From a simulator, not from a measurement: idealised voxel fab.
Process module heading - voxel self aligned contacts
Pictured: cross-section cut, 280 nm wide, on a grid of 5 nm square cells.
A cross-section in this document is a grid of square cells, and it is written down as bands, the top band listed before the ones below it; a band is made up of one or more rows of cells. Band entry format. Leading values: height of top, height of bottom, nm. Remainder: materials in left-to-right order, each with its width in nm. Special words: "all across" on a single material, which then fills the band edge to edge; "air", empty space. It should be noted that heights are counted from 0, beneath which the wafer as supplied is of one material throughout, and that the lowest band possesses no lower boundary but continues downward, as written in "0 and below". Read "30..40" as a graded width: first number on top, second number at the bottom, same change between each pair of neighbouring rows. "nothing different" (step): cross-section cells unchanged, all of them. "Sealed voids": sealed empty spaces, 8 cells or more, no open way to top, listed width x height at distance, with distance from the left edge and width, height and distance in nm. after a step's settings: what the simulator itself notes on the step. Each step line may optionally specify "overlay nm", which for a step with a mask gives the rightward distance between the mask's planned place and where it lay, a negative value indicating the leftward direction. Structure of the following material. The material consists of pairs of cross-sections. Each pair comprises the cross-section before one process step and the cross-section after that step, the latter shown only down to the lowest band that changed. The step between the cross-sections is specified beneath each pair, including its settings. Pairs are not necessarily consecutive: they may derive from different runs of this module performed on the same starting wafer. Continuity with the pair above is to be assumed only where the entry headed "Before the process" of the pair in question states it.

Before the process:
> 55 down to 45: 110 nm SiO2; 5..20 nm TiN; 45..15 nm W; 5..20 nm TiN; 115 nm SiO2
> 45 down to 20: 75 nm SiO2; 50 nm SiN; 5 nm TiN; 15 nm W; 5 nm TiN; 50 nm SiN; 80 nm SiO2
> 20 down to 15: 125 nm SiO2; 25 nm TiN; 130 nm SiO2
> 15 down to 0: polySi all across
> 0 and below: Si all across
> Sealed voids: none

Section After Processing:
> 60 down to 55: SiCN all across
> Rest of section, below 55: as before.
> Sealed voids: none
The before and after cross-sections above are linked by CONFORMAL_DEP (material SiCN; thk nm 5)

Before the process:
> 20 down to 0: polySi all across
> 0 down to -5: SiO2 all across
> -5 and below: Si all across
> Sealed voids: none

Section After Processing:
> 55 down to 20: SiN all across
> Rest of section, below 20: as before.
> Sealed voids: none
The before and after cross-sections above are linked by DIRECTIONAL_DEP (material SiN; thk nm 35)

Before the process: as in the pair right above, post-step view.

Section After Processing:
> 65 down to 55: aC all across
> Rest of section, below 55: as before.
> Sealed voids: none
The before and after cross-sections above are linked by DIRECTIONAL_DEP (material aC; thk nm 10)

Before the process: as in the pair right above, post-step view.

Section After Processing:
> 90 down to 65: 85 nm air; 30 nm resist; 45 nm air; 30 nm resist; 90 nm air
> Rest of section, below 65: as before.
> Sealed voids: none
The before and after cross-sections above are linked by PATTERN (tone cover; mask id GATE; material resist; width nm 30; pitch nm 75; thk nm 25; overlay nm 0)

Before the process: as in the pair right above, post-step view.

Section After Processing:
> 80 down to 65: 85 nm air; 30 nm resist; 45 nm air; 30 nm resist; 90 nm air
> 65 down to 55: 85 nm air; 30 nm aC; 45 nm air; 30 nm aC; 90 nm air
> Rest of section, below 55: as before.
> Sealed voids: none
The before and after cross-sections above are linked by DIRECTIONAL_ETCH (etch materials aC; depth nm 10)

Before the process: as in the pair right above, post-step view.

Section After Processing:
> 65 down to 55: 85 nm air; 30 nm aC; 45 nm air; 30 nm aC; 90 nm air
> Rest of section, below 55: as before.
> Sealed voids: none
The before and after cross-sections above are linked by STRIP (etch materials resist)

Before the process: as in the pair right above, post-step view.

Section After Processing:
> 65 down to 55: 85 nm air; 30 nm aC; 45 nm air; 30 nm aC; 90 nm air
> 55 down to 30: 85 nm air; 30 nm SiN; 45 nm air; 30 nm SiN; 90 nm air
> Rest of section, below 30: as before.
> Sealed voids: none
The before and after cross-sections above are linked by DIRECTIONAL_ETCH (etch materials SiN; depth nm 25)

Before the process: as in the pair right above, post-step view.

Section After Processing:
> 55 down to 30: 85 nm air; 30 nm SiN; 45 nm air; 30 nm SiN; 90 nm air
> Rest of section, below 30: as before.
> Sealed voids: none
The before and after cross-sections above are linked by STRIP (etch materials aC)

Before the process: as in the pair right above, post-step view.

Section After Processing:
> 65 down to 40: 75 nm air; 50 nm SiN; 25 nm air; 50 nm SiN; 80 nm air
> 40 down to 20: SiN all across
> Rest of section, below 20: as before.
> Sealed voids: none
The before and after cross-sections above are linked by CONFORMAL_DEP (material SiN; thk nm 10)

Before the process: as in the pair right above, post-step view.

Section After Processing:
> 55 down to 30: 75 nm air; 50 nm SiN; 25 nm air; 50 nm SiN; 80 nm air
> Rest of section, below 30: as before.
> Sealed voids: none
The before and after cross-sections above are linked by DIRECTIONAL_ETCH (etch materials SiN; depth nm 10)

Before the process: as in the pair right above, post-step view.

Section After Processing:
> 70 down to 55: SiO2 all across
> 55 down to 30: 75 nm SiO2; 50 nm SiN; 25 nm SiO2; 50 nm SiN; 80 nm SiO2
> Rest of section, below 30: as before.
> Sealed voids: none
The before and after cross-sections above are linked by FILL_DEP (material SiO2; thk nm 15)

Before the process: as in the pair right above, post-step view.

Section After Processing:
> 55 down to 30: 75 nm SiO2; 50 nm SiN; 25 nm SiO2; 50 nm SiN; 80 nm SiO2
> Rest of section, below 30: as before.
> Sealed voids: none
The before and after cross-sections above are linked by CMP (height nm 55)

Before the process: as in the pair right above, post-step view.

Section After Processing:
> 70 down to 55: 110 nm resist; 55 nm air; 115 nm resist
> Rest of section, below 55: as before.
> Sealed voids: none
The before and after cross-sections above are linked by PATTERN (tone open; mask id CONTACT; material resist; width nm 55; thk nm 15; overlay nm 0)

Before the process: as in the pair right above, post-step view.

Section After Processing:
> 70 down to 55: 110 nm resist; 55 nm air; 115 nm resist
> 55 down to 30: 75 nm SiO2; 50 nm SiN; 25 nm air; 50 nm SiN; 80 nm SiO2
> Rest of section, below 30: as before.
> Sealed voids: none
The before and after cross-sections above are linked by DIRECTIONAL_ETCH (etch materials SiO2; depth nm 60)

Before the process: as in the pair right above, post-step view.

Section After Processing:
> 55 down to 30: 75 nm SiO2; 50 nm SiN; 25 nm air; 50 nm SiN; 80 nm SiO2
> Rest of section, below 30: as before.
> Sealed voids: none
The before and after cross-sections above are linked by STRIP (etch materials resist)

Before the process: as in the pair right above, post-step view.

Section After Processing:
> 60 down to 55: 130 nm TiN; 15 nm air; 135 nm TiN
> 55 down to 35: 75 nm SiO2; 50 nm SiN; 5 nm TiN; 15 nm air; 5 nm TiN; 50 nm SiN; 80 nm SiO2
> 35 down to 30: 75 nm SiO2; 50 nm SiN; 25 nm TiN; 50 nm SiN; 80 nm SiO2
> Rest of section, below 30: as before.
> Sealed voids: none
The before and after cross-sections above are linked by CONFORMAL_DEP (material TiN; thk nm 5)

Before the process: as in the pair right above, post-step view.

Section After Processing:
> 70 down to 60: W all across
> 60 down to 55: 130 nm TiN; 15 nm W; 135 nm TiN
> 55 down to 35: 75 nm SiO2; 50 nm SiN; 5 nm TiN; 15 nm W; 5 nm TiN; 50 nm SiN; 80 nm SiO2
> Rest of section, below 35: as before.
> Sealed voids: none
The before and after cross-sections above are linked by FILL_DEP (material W; thk nm 10)

Before the process: as in the pair right above, post-step view.

Section After Processing:
> 55 down to 35: 75 nm SiO2; 50 nm SiN; 5 nm TiN; 15 nm W; 5 nm TiN; 50 nm SiN; 80 nm SiO2
> Rest of section, below 35: as before.
> Sealed voids: none
The before and after cross-sections above are linked by CMP (height nm 55)

Before the process: as in the pair right above, post-step view.

Section After Processing:
> 60 down to 55: SiCN all across
> Rest of section, below 55: as before.
> Sealed voids: none
The before and after cross-sections above are linked by CONFORMAL_DEP (material SiCN; thk nm 5)

Before the process:
> 55 down to 45: SiO2 all across
> 45 down to 20: 75 nm SiO2; 50 nm SiN; 25 nm SiO2; 50 nm SiN; 80 nm SiO2
> 20 down to 0: 75 nm SiO2; 10 nm SiN; 30 nm polySi; 10 nm SiN; 25 nm SiO2; 10 nm SiN; 30 nm polySi; 10 nm SiN; 80 nm SiO2
> 0 down to -5: SiO2 all across
> -5 and below: Si all across
> Sealed voids: none

Section After Processing:
> 70 down to 55: 105 nm resist; 65 nm air; 110 nm resist
> Rest of section, below 55: as before.
> Sealed voids: none
The before and after cross-sections above are linked by PATTERN (tone open; mask id CONTACT; material resist; width nm 65; thk nm 15; overlay nm 0)

Before the process: as in the pair right above, post-step view.

Section After Processing:
> 70 down to 55: 105 nm resist; 65 nm air; 110 nm resist
> 55 down to 45: 105 nm SiO2; 65 nm air; 110 nm SiO2
> 45 down to 20: 75 nm SiO2; 50 nm SiN; 25 nm air; 50 nm SiN; 80 nm SiO2
> 20 down to 0: 75 nm SiO2; 10 nm SiN; 30 nm polySi; 10 nm SiN; 25 nm air; 10 nm SiN; 30 nm polySi; 10 nm SiN; 80 nm SiO2
> 0 down to -5: 125 nm SiO2; 25 nm air; 130 nm SiO2
> Rest of section, below -5: as before.
> Sealed voids: none
The before and after cross-sections above are linked by DIRECTIONAL_ETCH (etch materials SiO2; depth nm 60)

Before the process: as in the pair right above, post-step view.

Section After Processing:
> 55 down to 45: 105 nm SiO2; 65 nm air; 110 nm SiO2
> Rest of section, below 45: as before.
> Sealed voids: none
The before and after cross-sections above are linked by STRIP (etch materials resist)

Before the process: as in the pair right above, post-step view.

Section After Processing:
> 60 down to 55: 110 nm TiN; 55 nm air; 115 nm TiN
> 55 down to 45: 105 nm SiO2; 5..25 nm TiN; 55..15 nm air; 5..25 nm TiN; 110 nm SiO2
> 45 down to 20: 75 nm SiO2; 50 nm SiN; 5 nm TiN; 15 nm air; 5 nm TiN; 50 nm SiN; 80 nm SiO2
> 20 down to 0: 75 nm SiO2; 10 nm SiN; 30 nm polySi; 10 nm SiN; 5 nm TiN; 15 nm air; 5 nm TiN; 10 nm SiN; 30 nm polySi; 10 nm SiN; 80 nm SiO2
> 0 down to -5: 125 nm SiO2; 25 nm TiN; 130 nm SiO2
> Rest of section, below -5: as before.
> Sealed voids: none
The before and after cross-sections above are linked by CONFORMAL_DEP (material TiN; thk nm 5)

Before the process: as in the pair right above, post-step view.

Section After Processing:
> 70 down to 60: W all across
> 60 down to 55: 110 nm TiN; 55 nm W; 115 nm TiN
> 55 down to 45: 105 nm SiO2; 5..25 nm TiN; 55..15 nm W; 5..25 nm TiN; 110 nm SiO2
> 45 down to 20: 75 nm SiO2; 50 nm SiN; 5 nm TiN; 15 nm W; 5 nm TiN; 50 nm SiN; 80 nm SiO2
> 20 down to 0: 75 nm SiO2; 10 nm SiN; 30 nm polySi; 10 nm SiN; 5 nm TiN; 15 nm W; 5 nm TiN; 10 nm SiN; 30 nm polySi; 10 nm SiN; 80 nm SiO2
> Rest of section, below 0: as before.
> Sealed voids: none
The before and after cross-sections above are linked by FILL_DEP (material W; thk nm 10)

Before the process: as in the pair right above, post-step view.

Section After Processing:
> 55 down to 45: 105 nm SiO2; 5..25 nm TiN; 55..15 nm W; 5..25 nm TiN; 110 nm SiO2
> Rest of section, below 45: as before.
> Sealed voids: none
The before and after cross-sections above are linked by CMP (height nm 55)

Before the process: as in the pair right above, post-step view.

Section After Processing:
> 60 down to 55: SiCN all across
> Rest of section, below 55: as before.
> Sealed voids: none
The before and after cross-sections above are linked by CONFORMAL_DEP (material SiCN; thk nm 5)

Before the process:
> 55 down to 45: aC all across
> 45 down to 20: SiN all across
> 20 down to 0: polySi all across
> 0 down to -5: SiO2 all across
> -5 and below: Si all across
> Sealed voids: none

Section After Processing:
> 80 down to 55: 80 nm air; 30 nm resist; 45 nm air; 30 nm resist; 95 nm air
> Rest of section, below 55: as before.
> Sealed voids: none
The before and after cross-sections above are linked by PATTERN (tone cover; mask id GATE; material resist; width nm 30; pitch nm 75; thk nm 25; overlay nm -5)

Before the process: as in the pair right above, post-step view.

Section After Processing:
> 70 down to 55: 80 nm air; 30 nm resist; 45 nm air; 30 nm resist; 95 nm air
> 55 down to 45: 80 nm air; 30 nm aC; 45 nm air; 30 nm aC; 95 nm air
> Rest of section, below 45: as before.
> Sealed voids: none
The before and after cross-sections above are linked by DIRECTIONAL_ETCH (etch materials aC; depth nm 10)

Before the process: as in the pair right above, post-step view.

Section After Processing:
> 55 down to 45: 80 nm air; 30 nm aC; 45 nm air; 30 nm aC; 95 nm air
> Rest of section, below 45: as before.
> Sealed voids: none
The before and after cross-sections above are linked by STRIP (etch materials resist)

Before the process: as in the pair right above, post-step view.

Section After Processing:
> 55 down to 45: 80 nm air; 30 nm aC; 45 nm air; 30 nm aC; 95 nm air
> 45 down to 20: 80 nm air; 30 nm SiN; 45 nm air; 30 nm SiN; 95 nm air
> Rest of section, below 20: as before.
> Sealed voids: none
The before and after cross-sections above are linked by DIRECTIONAL_ETCH (etch materials SiN; depth nm 25)

Before the process: as in the pair right above, post-step view.

Section After Processing:
> 55 down to 45: 80 nm air; 30 nm aC; 45 nm air; 30 nm aC; 95 nm air
> 45 down to 20: 80 nm air; 30 nm SiN; 45 nm air; 30 nm SiN; 95 nm air
> 20 down to 0: 80 nm air; 30 nm polySi; 45 nm air; 30 nm polySi; 95 nm air
> Rest of section, below 0: as before.
> Sealed voids: none
The before and after cross-sections above are linked by DIRECTIONAL_ETCH (etch materials polySi; depth nm 20)

Before the process: as in the pair right above, post-step view.

Section After Processing:
> 45 down to 20: 80 nm air; 30 nm SiN; 45 nm air; 30 nm SiN; 95 nm air
> Rest of section, below 20: as before.
> Sealed voids: none
The before and after cross-sections above are linked by STRIP (etch materials aC)

Before the process: as in the pair right above, post-step view.

Section After Processing:
> 55 down to 20: 70 nm air; 50 nm SiN; 25 nm air; 50 nm SiN; 85 nm air
> 20 down to 10: 70 nm air; 10 nm SiN; 30 nm polySi; 10 nm SiN; 25 nm air; 10 nm SiN; 30 nm polySi; 10 nm SiN; 85 nm air
> 10 down to 0: 80 nm SiN; 30 nm polySi; 45 nm SiN; 30 nm polySi; 95 nm SiN
> Rest of section, below 0: as before.
> Sealed voids: none
The before and after cross-sections above are linked by CONFORMAL_DEP (material SiN; thk nm 10)

Before the process: as in the pair right above, post-step view.

Section After Processing:
> 45 down to 20: 70 nm air; 50 nm SiN; 25 nm air; 50 nm SiN; 85 nm air
> 20 down to 0: 70 nm air; 10 nm SiN; 30 nm polySi; 10 nm SiN; 25 nm air; 10 nm SiN; 30 nm polySi; 10 nm SiN; 85 nm air
> Rest of section, below 0: as before.
> Sealed voids: none
The before and after cross-sections above are linked by DIRECTIONAL_ETCH (etch materials SiN; depth nm 10)

Before the process: as in the pair right above, post-step view.

Section After Processing:
> 60 down to 45: SiO2 all across
> 45 down to 20: 70 nm SiO2; 50 nm SiN; 25 nm SiO2; 50 nm SiN; 85 nm SiO2
> 20 down to 0: 70 nm SiO2; 10 nm SiN; 30 nm polySi; 10 nm SiN; 25 nm SiO2; 10 nm SiN; 30 nm polySi; 10 nm SiN; 85 nm SiO2
> Rest of section, below 0: as before.
> Sealed voids: none
The before and after cross-sections above are linked by FILL_DEP (material SiO2; thk nm 15)

Before the process: as in the pair right above, post-step view.

Section After Processing:
> 55 down to 45: SiO2 all across
> Rest of section, below 45: as before.
> Sealed voids: none
The before and after cross-sections above are linked by CMP (height nm 55)

Before the process: as in the pair right above, post-step view.

Section After Processing:
> 70 down to 55: 110 nm resist; 55 nm air; 115 nm resist
> Rest of section, below 55: as before.
> Sealed voids: none
The before and after cross-sections above are linked by PATTERN (tone open; mask id CONTACT; material resist; width nm 55; thk nm 15; overlay nm 0)

Before the process: as in the pair right above, post-step view.

Section After Processing:
> 70 down to 55: 110 nm resist; 55 nm air; 115 nm resist
> 55 down to 45: 110 nm SiO2; 55 nm air; 115 nm SiO2
> 45 down to 20: 70 nm SiO2; 50 nm SiN; 25 nm air; 50 nm SiN; 85 nm SiO2
> 20 down to 0: 70 nm SiO2; 10 nm SiN; 30 nm polySi; 10 nm SiN; 25 nm air; 10 nm SiN; 30 nm polySi; 10 nm SiN; 85 nm SiO2
> 0 down to -5: 120 nm SiO2; 25 nm air; 135 nm SiO2
> Rest of section, below -5: as before.
> Sealed voids: none
The before and after cross-sections above are linked by DIRECTIONAL_ETCH (etch materials SiO2; depth nm 60)

Before the process: as in the pair right above, post-step view.

Section After Processing:
> 55 down to 45: 110 nm SiO2; 55 nm air; 115 nm SiO2
> Rest of section, below 45: as before.
> Sealed voids: none
The before and after cross-sections above are linked by STRIP (etch materials resist)

Before the process: as in the pair right above, post-step view.

Section After Processing:
> 60 down to 55: 115 nm TiN; 45 nm air; 120 nm TiN
> 55 down to 45: 110 nm SiO2; 5..15 nm TiN; 45..15 nm air; 5..25 nm TiN; 115 nm SiO2
> 45 down to 20: 70 nm SiO2; 50 nm SiN; 5 nm TiN; 15 nm air; 5 nm TiN; 50 nm SiN; 85 nm SiO2
> 20 down to 0: 70 nm SiO2; 10 nm SiN; 30 nm polySi; 10 nm SiN; 5 nm TiN; 15 nm air; 5 nm TiN; 10 nm SiN; 30 nm polySi; 10 nm SiN; 85 nm SiO2
> 0 down to -5: 120 nm SiO2; 25 nm TiN; 135 nm SiO2
> Rest of section, below -5: as before.
> Sealed voids: none
The before and after cross-sections above are linked by CONFORMAL_DEP (material TiN; thk nm 5)

Before the process: as in the pair right above, post-step view.

Section After Processing:
> 70 down to 60: W all across
> 60 down to 55: 115 nm TiN; 45 nm W; 120 nm TiN
> 55 down to 45: 110 nm SiO2; 5..15 nm TiN; 45..15 nm W; 5..25 nm TiN; 115 nm SiO2
> 45 down to 20: 70 nm SiO2; 50 nm SiN; 5 nm TiN; 15 nm W; 5 nm TiN; 50 nm SiN; 85 nm SiO2
> 20 down to 0: 70 nm SiO2; 10 nm SiN; 30 nm polySi; 10 nm SiN; 5 nm TiN; 15 nm W; 5 nm TiN; 10 nm SiN; 30 nm polySi; 10 nm SiN; 85 nm SiO2
> Rest of section, below 0: as before.
> Sealed voids: none
The before and after cross-sections above are linked by FILL_DEP (material W; thk nm 10)

Before the process: as in the pair right above, post-step view.

Section After Processing:
> 55 down to 45: 110 nm SiO2; 5..15 nm TiN; 45..15 nm W; 5..25 nm TiN; 115 nm SiO2
> Rest of section, below 45: as before.
> Sealed voids: none
The before and after cross-sections above are linked by CMP (height nm 55)

Before the process: as in the pair right above, post-step view.

Section After Processing:
> 60 down to 55: SiCN all across
> Rest of section, below 55: as before.
> Sealed voids: none
The before and after cross-sections above are linked by CONFORMAL_DEP (material SiCN; thk nm 5)

Before the process:
> 45 down to 20: 75 nm air; 50 nm SiN; 25 nm air; 50 nm SiN; 80 nm air
> 20 down to 0: 75 nm air; 10 nm SiN; 30 nm polySi; 10 nm SiN; 25 nm air; 10 nm SiN; 30 nm polySi; 10 nm SiN; 80 nm air
> 0 down to -5: SiO2 all across
> -5 and below: Si all across
> Sealed voids: none

Section After Processing:
> 60 down to 45: W all across
> 45 down to 20: 75 nm W; 50 nm SiN; 25 nm W; 50 nm SiN; 80 nm W
> 20 down to 0: 75 nm W; 10 nm SiN; 30 nm polySi; 10 nm SiN; 25 nm W; 10 nm SiN; 30 nm polySi; 10 nm SiN; 80 nm W
> Rest of section, below 0: as before.
> Sealed voids: none
The before and after cross-sections above are linked by FILL_DEP (material W; thk nm 15)

Before the process: as in the pair right above, post-step view.

Section After Processing:
> 55 down to 45: W all across
> Rest of section, below 45: as before.
> Sealed voids: none
The before and after cross-sections above are linked by CMP (height nm 55)

Before the process: as in the pair right above, post-step view.

Section After Processing:
> 70 down to 55: 110 nm resist; 55 nm air; 115 nm resist
> Rest of section, below 55: as before.
> Sealed voids: none
The before and after cross-sections above are linked by PATTERN (tone open; mask id CONTACT; material resist; width nm 55; thk nm 15; overlay nm 0)

Before the process: as in the pair right above, post-step view.

Section After Processing:
> 55 down to 45: W all across
> Rest of section, below 45: as before.
> Sealed voids: none
The before and after cross-sections above are linked by STRIP (etch materials resist)

Before the process: as in the pair right above, post-step view.

Section After Processing:
> 60 down to 55: TiN all across
> Rest of section, below 55: as before.
> Sealed voids: none
The before and after cross-sections above are linked by CONFORMAL_DEP (material TiN; thk nm 5)

Before the process: as in the pair right above, post-step view.

Section After Processing:
> 70 down to 60: W all across
> Rest of section, below 60: as before.
> Sealed voids: none
The before and after cross-sections above are linked by FILL_DEP (material W; thk nm 10)

Before the process: as in the pair right above, post-step view.

Section After Processing:
> 55 down to 45: W all across
> Rest of section, below 45: as before.
> Sealed voids: none
The before and after cross-sections above are linked by CMP (height nm 55)

Before the process: as in the pair right above, post-step view.

Section After Processing:
> 60 down to 55: SiCN all across
> Rest of section, below 55: as before.
> Sealed voids: none
The before and after cross-sections above are linked by CONFORMAL_DEP (material SiCN; thk nm 5)

Before the process:
> 55 down to 45: aC all across
> 45 down to 20: SiN all across
> 20 down to 0: polySi all across
> 0 down to -5: SiO2 all across
> -5 and below: Si all across
> Sealed voids: none

Section After Processing:
> 80 down to 55: 85 nm resist; 30 nm air; 45 nm resist; 30 nm air; 90 nm resist
> Rest of section, below 55: as before.
> Sealed voids: none
The before and after cross-sections above are linked by PATTERN (tone open; mask id GATE; material resist; width nm 30; pitch nm 75; thk nm 25; overlay nm 0)

Before the process: as in the pair right above, post-step view.

Section After Processing:
> 70 down to 55: 85 nm resist; 30 nm air; 45 nm resist; 30 nm air; 90 nm resist
> 55 down to 45: 85 nm aC; 30 nm air; 45 nm aC; 30 nm air; 90 nm aC
> Rest of section, below 45: as before.
> Sealed voids: none
The before and after cross-sections above are linked by DIRECTIONAL_ETCH (etch materials aC; depth nm 10)

Before the process: as in the pair right above, post-step view.

Section After Processing:
> 55 down to 45: 85 nm aC; 30 nm air; 45 nm aC; 30 nm air; 90 nm aC
> Rest of section, below 45: as before.
> Sealed voids: none
The before and after cross-sections above are linked by STRIP (etch materials resist)

Before the process: as in the pair right above, post-step view.

Section After Processing:
> 55 down to 45: 85 nm aC; 30 nm air; 45 nm aC; 30 nm air; 90 nm aC
> 45 down to 20: 85 nm SiN; 30 nm air; 45 nm SiN; 30 nm air; 90 nm SiN
> Rest of section, below 20: as before.
> Sealed voids: none
The before and after cross-sections above are linked by DIRECTIONAL_ETCH (etch materials SiN; depth nm 25)

Before the process: as in the pair right above, post-step view.

Section After Processing:
> 55 down to 45: 85 nm aC; 30 nm air; 45 nm aC; 30 nm air; 90 nm aC
> 45 down to 20: 85 nm SiN; 30 nm air; 45 nm SiN; 30 nm air; 90 nm SiN
> 20 down to 0: 85 nm polySi; 30 nm air; 45 nm polySi; 30 nm air; 90 nm polySi
> Rest of section, below 0: as before.
> Sealed voids: none
The before and after cross-sections above are linked by DIRECTIONAL_ETCH (etch materials polySi; depth nm 20)

Before the process: as in the pair right above, post-step view.

Section After Processing:
> 45 down to 20: 85 nm SiN; 30 nm air; 45 nm SiN; 30 nm air; 90 nm SiN
> Rest of section, below 20: as before.
> Sealed voids: none
The before and after cross-sections above are linked by STRIP (etch materials aC)

Before the process: as in the pair right above, post-step view.

Section After Processing:
> 55 down to 20: 95 nm SiN; 10 nm air; 65 nm SiN; 10 nm air; 100 nm SiN
> 20 down to 10: 85 nm polySi; 10 nm SiN; 10 nm air; 10 nm SiN; 45 nm polySi; 10 nm SiN; 10 nm air; 10 nm SiN; 90 nm polySi
> 10 down to 0: 85 nm polySi; 30 nm SiN; 45 nm polySi; 30 nm SiN; 90 nm polySi
> Rest of section, below 0: as before.
> Sealed voids: none
The before and after cross-sections above are linked by CONFORMAL_DEP (material SiN; thk nm 10)

Before the process: as in the pair right above, post-step view.

Section After Processing:
> 45 down to 20: 95 nm SiN; 10 nm air; 65 nm SiN; 10 nm air; 100 nm SiN
> 20 down to 0: 85 nm polySi; 10 nm SiN; 10 nm air; 10 nm SiN; 45 nm polySi; 10 nm SiN; 10 nm air; 10 nm SiN; 90 nm polySi
> Rest of section, below 0: as before.
> Sealed voids: none
The before and after cross-sections above are linked by DIRECTIONAL_ETCH (etch materials SiN; depth nm 10)

Before the process: as in the pair right above, post-step view.

Section After Processing:
> 60 down to 45: SiO2 all across
> 45 down to 20: 95 nm SiN; 10 nm SiO2; 65 nm SiN; 10 nm SiO2; 100 nm SiN
> 20 down to 0: 85 nm polySi; 10 nm SiN; 10 nm SiO2; 10 nm SiN; 45 nm polySi; 10 nm SiN; 10 nm SiO2; 10 nm SiN; 90 nm polySi
> Rest of section, below 0: as before.
> Sealed voids: none
The before and after cross-sections above are linked by FILL_DEP (material SiO2; thk nm 15)

Before the process: as in the pair right above, post-step view.

Section After Processing:
> 55 down to 45: SiO2 all across
> Rest of section, below 45: as before.
> Sealed voids: none
The before and after cross-sections above are linked by CMP (height nm 55)

Before the process: as in the pair right above, post-step view.

Section After Processing:
> 70 down to 55: 110 nm resist; 55 nm air; 115 nm resist
> Rest of section, below 55: as before.
> Sealed voids: none
The before and after cross-sections above are linked by PATTERN (tone open; mask id CONTACT; material resist; width nm 55; thk nm 15; overlay nm 0)

Before the process: as in the pair right above, post-step view.

Section After Processing:
> 70 down to 55: 110 nm resist; 55 nm air; 115 nm resist
> 55 down to 45: 110 nm SiO2; 55 nm air; 115 nm SiO2
> Rest of section, below 45: as before.
> Sealed voids: none
The before and after cross-sections above are linked by DIRECTIONAL_ETCH (etch materials SiO2; depth nm 60)

Before the process: as in the pair right above, post-step view.

Section After Processing:
> 55 down to 45: 110 nm SiO2; 55 nm air; 115 nm SiO2
> Rest of section, below 45: as before.
> Sealed voids: none
The before and after cross-sections above are linked by STRIP (etch materials resist)

Before the process: as in the pair right above, post-step view.

Section After Processing:
> 60 down to 55: 115 nm TiN; 45 nm air; 120 nm TiN
> 55 down to 50: 110 nm SiO2; 5 nm TiN; 45 nm air; 5 nm TiN; 115 nm SiO2
> 50 down to 45: 110 nm SiO2; 55 nm TiN; 115 nm SiO2
> Rest of section, below 45: as before.
> Sealed voids: none
The before and after cross-sections above are linked by CONFORMAL_DEP (material TiN; thk nm 5)

Before the process: as in the pair right above, post-step view.

Section After Processing:
> 70 down to 60: W all across
> 60 down to 55: 115 nm TiN; 45 nm W; 120 nm TiN
> 55 down to 50: 110 nm SiO2; 5 nm TiN; 45 nm W; 5 nm TiN; 115 nm SiO2
> Rest of section, below 50: as before.
> Sealed voids: none
The before and after cross-sections above are linked by FILL_DEP (material W; thk nm 10)

Before the process: as in the pair right above, post-step view.

Section After Processing:
> 55 down to 50: 110 nm SiO2; 5 nm TiN; 45 nm W; 5 nm TiN; 115 nm SiO2
> Rest of section, below 50: as before.
> Sealed voids: none
The before and after cross-sections above are linked by CMP (height nm 55)

Before the process: as in the pair right above, post-step view.

Section After Processing:
> 60 down to 55: SiCN all across
> Rest of section, below 55: as before.
> Sealed voids: none
The before and after cross-sections above are linked by CONFORMAL_DEP (material SiCN; thk nm 5)
